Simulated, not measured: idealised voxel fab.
process module | voxel gate over fins
cross-section cut | 140 nm wide | cells 5 nm
A cross-section is a grid of square cells, given in bands from the top down. A band is one or more rows of cells.
Each band's line starts with the height of the band's top and of its bottom, in nm. Then come its materials from left to right, each with its width in nm. One material with "throughout" fills the band from edge to edge. "air" is empty space.
Height 0 is the level under which the wafer as received is all one material. The lowest band goes on downwards, as in "0 down".
A width such as "30 to 40" changes by the same amount from each row of cells to the next, from the band's top row to its bottom row.
"no change" after a step means that no cell of the cross-section changed.
closed voids: empty space of 8 cells or more with no open way to the top, each as width x height at its distance from the left edge, in nm
after a step's settings: what the simulator itself notes on the step
overlay nm, on a step with a mask: how far to the right of its planned place the mask lay; to the left if negative
plan
1 op RECEIVE | material Si
2 op CONFORMAL_DEP | material SiN | thk nm 5
3 op PATTERN | tone cover | mask id FINS | material resist | width nm 15 | pitch nm 40 | thk nm 20 | overlay nm 0
4 op DIRECTIONAL_ETCH | etch materials SiN | depth nm 5
5 op DIRECTIONAL_ETCH | etch materials Si | depth nm 40
6 op STRIP | etch materials resist
7 op FILL_DEP | material SiO2 | thk nm 10
8 op CMP | height nm 5
9 op SELECTIVE_ETCH | etch materials SiO2 | depth nm 20
10 op STRIP | etch materials SiN
11 op CONFORMAL_DEP | material HfO2 | thk nm 5
12 op CONFORMAL_DEP | material TiN | thk nm 5
13 op CONFORMAL_DEP | material TiAl | thk nm 5
14 op CONFORMAL_DEP | material TiN | thk nm 5
15 op FILL_DEP | material W | thk nm 10
16 op CMP | height nm 25
17 op CONFORMAL_DEP | material SiCN | thk nm 5
as received, after step 1
  0 down: Si throughout
  closed voids: none
first wafer at the end, as planned
  30 to 25: SiCN throughout
  25 to 20: W throughout
  20 to 15: W 20 | TiN 95 | W 25
  15 to 10: W 20 | TiN 5 | TiAl 85 | TiN 5 | W 25
  10 to 5: W 20 | TiN 5 | TiAl 5 | TiN 35 | TiAl 5 | TiN 35 | TiAl 5 | TiN 5 | W 25
  5 to 0: TiN 25 | TiAl 5 | TiN 5 | HfO2 25 | TiN 5 | TiAl 5 | TiN 5 | HfO2 25 | TiN 5 | TiAl 5 | TiN 30
  0 to -5: TiAl 30 | TiN 5 | HfO2 5 | Si 15 | HfO2 5 | TiN 5 | TiAl 5 | TiN 5 | HfO2 5 | Si 15 | HfO2 5 | TiN 5 | TiAl 35
  -5 to -10: TiN 35 | HfO2 5 | Si 15 | HfO2 5 | TiN 15 | HfO2 5 | Si 15 | HfO2 5 | TiN 40
  -10 to -15: HfO2 40 | Si 15 | HfO2 25 | Si 15 | HfO2 45
  -15 to -40: SiO2 40 | Si 15 | SiO2 25 | Si 15 | SiO2 45
  -40 down: Si throughout
  closed voids: none
second wafer at the end: like start, like plan, one mistake
  30 to 25: SiCN throughout
  25 to 20: W throughout
  20 to 10: W 20 | TiN 95 | W 25
  10 to 5: W 20 | TiN 10 | TiAl 35 | TiN 5 | TiAl 35 | TiN 10 | W 25
  5 to 0: TiN 30 | TiAl 5 | HfO2 25 | TiAl 5 | TiN 5 | TiAl 5 | HfO2 25 | TiAl 5 | TiN 35
  0 to -5: TiN 30 | TiAl 5 | HfO2 5 | Si 15 | HfO2 5 | TiAl 5 | TiN 5 | TiAl 5 | HfO2 5 | Si 15 | HfO2 5 | TiAl 5 | TiN 35
  -5 to -10: TiAl 35 | HfO2 5 | Si 15 | HfO2 5 | TiAl 15 | HfO2 5 | Si 15 | HfO2 5 | TiAl 40
  -10 to -15: HfO2 40 | Si 15 | HfO2 25 | Si 15 | HfO2 45
  -15 to -40: SiO2 40 | Si 15 | SiO2 25 | Si 15 | SiO2 45
  -40 down: Si throughout
  closed voids: none
what went wrong: steps 12 and 13 were swapped
at the end the second wafer has, in cells: 3 more of TiAl | 3 fewer of TiN
